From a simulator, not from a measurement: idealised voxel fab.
process module | voxel transistor to metal
cross-section cut | 150 nm wide | cells 5 nm
A cross-section is a grid of square cells, given in bands from the top down. A band is one or more rows of cells.
Each band's line starts with the height of the band's top and of its bottom, in nm. Then come its materials from left to right, each with its width in nm. One material with "throughout" fills the band from edge to edge. "air" is empty space.
Height 0 is the level under which the wafer as received is all one material. The lowest band goes on downwards, as in "0 down".
A width such as "30 to 40" changes by the same amount from each row of cells to the next, from the band's top row to its bottom row.
"no change" after a step means that no cell of the cross-section changed.
closed voids: empty space of 8 cells or more with no open way to the top, each as width x height at its distance from the left edge, in nm
after a step's settings: what the simulator itself notes on the step
overlay nm, on a step with a mask: how far to the right of its planned place the mask lay; to the left if negative
plan
1 op RECEIVE | material Si
2 op OXIDIZE | depth nm 5
3 op CONFORMAL_DEP | material SiN | thk nm 5
4 op PATTERN | tone cover | mask id ACTIVE | material resist | width nm 95 | thk nm 20 | overlay nm 0
5 op DIRECTIONAL_ETCH | etch materials SiN | depth nm 10
6 op DIRECTIONAL_ETCH | etch materials SiO2 | depth nm 5
7 op DIRECTIONAL_ETCH | etch materials Si | depth nm 35
8 op STRIP | etch materials resist
9 op FILL_DEP | material SiO2 | thk nm 5
10 op CMP | height nm 10
11 op SELECTIVE_ETCH | etch materials SiO2 | depth nm 10
12 op STRIP | etch materials SiN
13 op SELECTIVE_ETCH | etch materials SiO2 | depth nm 5
14 op OXIDIZE | depth nm 5
15 op DIRECTIONAL_DEP | material polySi | thk nm 30
16 op DIRECTIONAL_DEP | material SiCN | thk nm 10
17 op MASKED_ETCH | tone cover | mask id GATE | width nm 25 | etch materials SiCN | depth nm 20 | overlay nm 0
18 op MASKED_ETCH | tone cover | mask id GATE | width nm 25 | etch materials polySi | depth nm 40 | overlay nm 0
19 op CONFORMAL_DEP | material SiO2 | thk nm 5
20 op DIRECTIONAL_ETCH | etch materials SiO2 | depth nm 5
21 op CONFORMAL_DEP | material SiN | thk nm 5
22 op DIRECTIONAL_ETCH | etch materials SiN | depth nm 5
23 op DIRECTIONAL_ETCH | etch materials SiO2 | depth nm 5
24 op DIRECTIONAL_ETCH | etch materials Si | depth nm 5
25 op EPI | material SiGe | thk nm 10
26 op FILL_DEP | material SiO2 | thk nm 10
27 op CMP | height nm 25
28 op STRIP | etch materials polySi
29 op SELECTIVE_ETCH | etch materials SiO2 | depth nm 5
30 op CONFORMAL_DEP | material HfO2 | thk nm 5
31 op CONFORMAL_DEP | material TiN | thk nm 5
32 op FILL_DEP | material W | thk nm 10
33 op CMP | height nm 20
34 op DIRECTIONAL_DEP | material SiO2 | thk nm 15
35 op MASKED_ETCH | tone open | mask id CONTACT | width nm 15 | pitch nm 70 | etch materials SiO2 | depth nm 40 | overlay nm 0
36 op CONFORMAL_DEP | material TiN | thk nm 5
37 op FILL_DEP | material Ru | thk nm 10
38 op CMP | height nm 35
39 op CONFORMAL_DEP | material SiCN | thk nm 5
40 op DIRECTIONAL_DEP | material SiO2 | thk nm 20
41 op PATTERN | tone open | mask id METAL_1 | material resist | width nm 15 | pitch nm 70 | thk nm 15 | overlay nm 0
42 op DIRECTIONAL_ETCH | etch materials SiO2 | depth nm 20
43 op DIRECTIONAL_ETCH | etch materials SiCN | depth nm 5
44 op STRIP | etch materials resist
45 op CONFORMAL_DEP | material TiN | thk nm 5
46 op FILL_DEP | material Cu | thk nm 10
47 op CMP | height nm 60
48 op CONFORMAL_DEP | material SiN | thk nm 5
varied across the wafers: thk nm of step 3. The plan shows the first wafer's value. All wafers start alike
first wafer as received, after step 1
  0 down: Si throughout
  closed voids: none
first wafer at the end, after step 48
  65 to 60: SiN throughout
  60 to 40: SiO2 30 | TiN 5 | Cu 5 | TiN 5 | SiO2 55 | TiN 5 | Cu 5 | TiN 5 | SiO2 35
  40 to 35: SiCN 30 | TiN 15 | SiCN 55 | TiN 15 | SiCN 35
  35 to 20: SiO2 30 | TiN 5 | Ru 5 | TiN 5 | SiO2 55 | TiN 5 | Ru 5 | TiN 5 | SiO2 35
  20 to 5: SiO2 30 | TiN 5 | Ru 5 | TiN 5 | SiO2 5 | SiN 5 | HfO2 5 | TiN 5 | W 15 | TiN 5 | HfO2 5 | SiN 5 | SiO2 5 | TiN 5 | Ru 5 | TiN 5 | SiO2 35
  5 to 0: SiO2 30 | TiN 15 | SiO2 5 | SiN 5 | HfO2 5 | TiN 5 | W 15 | TiN 5 | HfO2 5 | SiN 5 | SiO2 5 | TiN 15 | SiO2 35
  0 to -5: SiO2 30 | TiN 10 | SiGe 10 | SiN 5 | HfO2 5 | TiN 25 | HfO2 5 | SiN 5 | SiGe 10 | TiN 10 | SiO2 35
  -5 to -10: SiO2 20 | SiGe 30 | SiO2 5 | HfO2 35 | SiO2 5 | SiGe 30 | SiO2 25
  -10 to -15: SiO2 25 | SiGe 25 | Si 45 | SiGe 25 | SiO2 30
  -15 to -40: SiO2 25 | Si 95 | SiO2 30
  -40 down: Si throughout
  closed voids: none
last wafer at the end
  65 to 60: SiN throughout
  60 to 40: SiO2 30 | TiN 5 | Cu 5 | TiN 5 | SiO2 55 | TiN 5 | Cu 5 | TiN 5 | SiO2 35
  40 to 35: SiCN 30 | TiN 15 | SiCN 55 | TiN 15 | SiCN 35
  35 to 20: SiO2 30 | TiN 5 | Ru 5 | TiN 5 | SiO2 55 | TiN 5 | Ru 5 | TiN 5 | SiO2 35
  20 to 5: SiO2 30 | TiN 5 | Ru 5 | TiN 5 | SiO2 5 | SiN 5 | HfO2 5 | TiN 5 | W 15 | TiN 5 | HfO2 5 | SiN 5 | SiO2 5 | TiN 5 | Ru 5 | TiN 5 | SiO2 35
  5 to 0: SiO2 30 | TiN 15 | SiO2 5 | SiN 5 | HfO2 5 | TiN 5 | W 15 | TiN 5 | HfO2 5 | SiN 5 | SiO2 5 | TiN 15 | SiO2 35
  0 to -5: SiO2 30 | TiN 10 | SiGe 10 | SiN 5 | HfO2 5 | TiN 25 | HfO2 5 | SiN 5 | SiGe 10 | TiN 10 | SiO2 35
  -5 to -10: SiGe 50 | SiO2 5 | HfO2 35 | SiO2 5 | SiGe 55
  -10 to -15: SiGe 50 | Si 45 | SiGe 55
  -15 down: Si throughout
  closed voids: none
each wafer at the end: cells of each material gained (+) or lost (-) since it was received, then its closed voids
thk nm 5 | +8 Cu | +17 HfO2 | +12 Ru | -136 Si | +24 SiCN | +26 SiGe | +40 SiN | +318 SiO2 | +69 TiN | +12 W | closed voids: none
thk nm 10 | +8 Cu | +17 HfO2 | +12 Ru | -136 Si | +24 SiCN | +26 SiGe | +40 SiN | +318 SiO2 | +69 TiN | +12 W | closed voids: none
thk nm 15 | +8 Cu | +17 HfO2 | +12 Ru | -81 Si | +24 SiCN | +46 SiGe | +40 SiN | +243 SiO2 | +69 TiN | +12 W | closed voids: none
thk nm 20 | +8 Cu | +17 HfO2 | +12 Ru | -81 Si | +24 SiCN | +46 SiGe | +40 SiN | +243 SiO2 | +69 TiN | +12 W | closed voids: none
thk nm 25 | +8 Cu | +17 HfO2 | +12 Ru | -81 Si | +24 SiCN | +46 SiGe | +40 SiN | +243 SiO2 | +69 TiN | +12 W | closed voids: none
